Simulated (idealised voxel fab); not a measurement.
Process module under the name voxel self aligned contacts
Square cells of 5 nm make up the cross-section cut, whose width is 185 nm.
In what follows, cross-sections appear as grids of square cells, described through bands that run from the top down, where every band is one or more rows of cells.
Each band's line starts with the height of the band's top and of its bottom, in nm. Then come its materials from left to right, each with its width in nm. One material with "full width" fills the band from edge to edge. "blank" is empty space.
Height is counted from the level 0, under which the received wafer is composed throughout of one material. The lowest of the bands is not closed at the bottom but continues downward, in the notation "0..down".
Note: "30->40" means the width goes from the first number (top row of the band) to the second number (bottom row) in equal steps per row of cells.
Step marked "nothing different"? Then no cell in the cross-section changed in it.
"Closed-off voids" contains a list of empty spaces, each no smaller than 8 cells and without an open way to the top, written in the form width x height at distance with the distance from the left edge and all three in nm.
Anything after a step's settings on that line? It's the simulator's own note about the step.
On any step carrying a mask, the "overlay nm" setting, if present on the step's line, tells how far right of its planned place the mask lay; negative values point to the left.
Planned process steps:
step 1: RECEIVE,material Si
step 2: CONFORMAL_DEP,material SiO2,thk nm 5
step 3: DIRECTIONAL_DEP,material polySi,thk nm 25
step 4: DIRECTIONAL_DEP,material SiN,thk nm 25
step 5: DIRECTIONAL_DEP,material aC,thk nm 15
step 6: PATTERN,tone cover,mask id GATE,material resist,width nm 30,pitch nm 75,thk nm 30,overlay nm 0
step 7: DIRECTIONAL_ETCH,etch materials aC,depth nm 15
step 8: STRIP,etch materials resist
step 9: DIRECTIONAL_ETCH,etch materials SiN,depth nm 25
step 10: DIRECTIONAL_ETCH,etch materials polySi,depth nm 25
step 11: STRIP,etch materials aC
step 12: CONFORMAL_DEP,material SiN,thk nm 10
step 13: DIRECTIONAL_ETCH,etch materials SiN,depth nm 10
step 14: FILL_DEP,material SiO2,thk nm 15
step 15: CMP,height nm 60
step 16: MASKED_ETCH,tone open,mask id CONTACT,width nm 55,etch materials SiO2,depth nm 60,overlay nm 0
step 17: CONFORMAL_DEP,material TiN,thk nm 5
step 18: FILL_DEP,material Ru,thk nm 10
step 19: CMP,height nm 60
step 20: CONFORMAL_DEP,material SiCN,thk nm 5
So this is the incoming wafer in cross-section - it's already been through step 1:
0..down | Si full width
Closed-off voids: none
Post-module cross-section of the first of two wafers (run per plan):
65..60 | SiCN full width
60..55 | 65 of SiO2 / 20 of TiN / 15 of Ru / 20 of TiN / 65 of SiO2
55..30 | 30 of SiO2 / 50 of SiN / 5 of TiN / 15 of Ru / 5 of TiN / 50 of SiN / 30 of SiO2
30..5 | 30 of SiO2 / 10 of SiN / 30 of polySi / 10 of SiN / 5 of TiN / 15 of Ru / 5 of TiN / 10 of SiN / 30 of polySi / 10 of SiN / 30 of SiO2
5..0 | 80 of SiO2 / 25 of TiN / 80 of SiO2
0..down | Si full width
Closed-off voids: none
End-of-module cross-section of the second wafer: identical starting point and process plan to the first, with one processing mistake:
65..60 | SiCN full width
60..55 | 65 of SiO2 / 20 of TiN / 15 of Ru / 20 of TiN / 65 of SiO2
55..40 | 30 of SiO2 / 50 of SiN / 5 of TiN / 15 of Ru / 5 of TiN / 50 of SiN / 30 of SiO2
40..35 | 30 of SiO2 / 50 of SiN / 25 of TiN / 50 of SiN / 30 of SiO2
35..30 | SiN full width
30..5 | polySi full width
5..0 | SiO2 full width
0..down | Si full width
Closed-off voids: none
Deviation from plan: step 9 went in with a setting other than planned; the actual run was DIRECTIONAL_ETCH,etch materials SiN,depth nm 20
Heads up, by the end the second wafer has more or fewer cells of some materials compared to the first: Ru -21; SiN -23; SiO2 -67; TiN -14; polySi +125
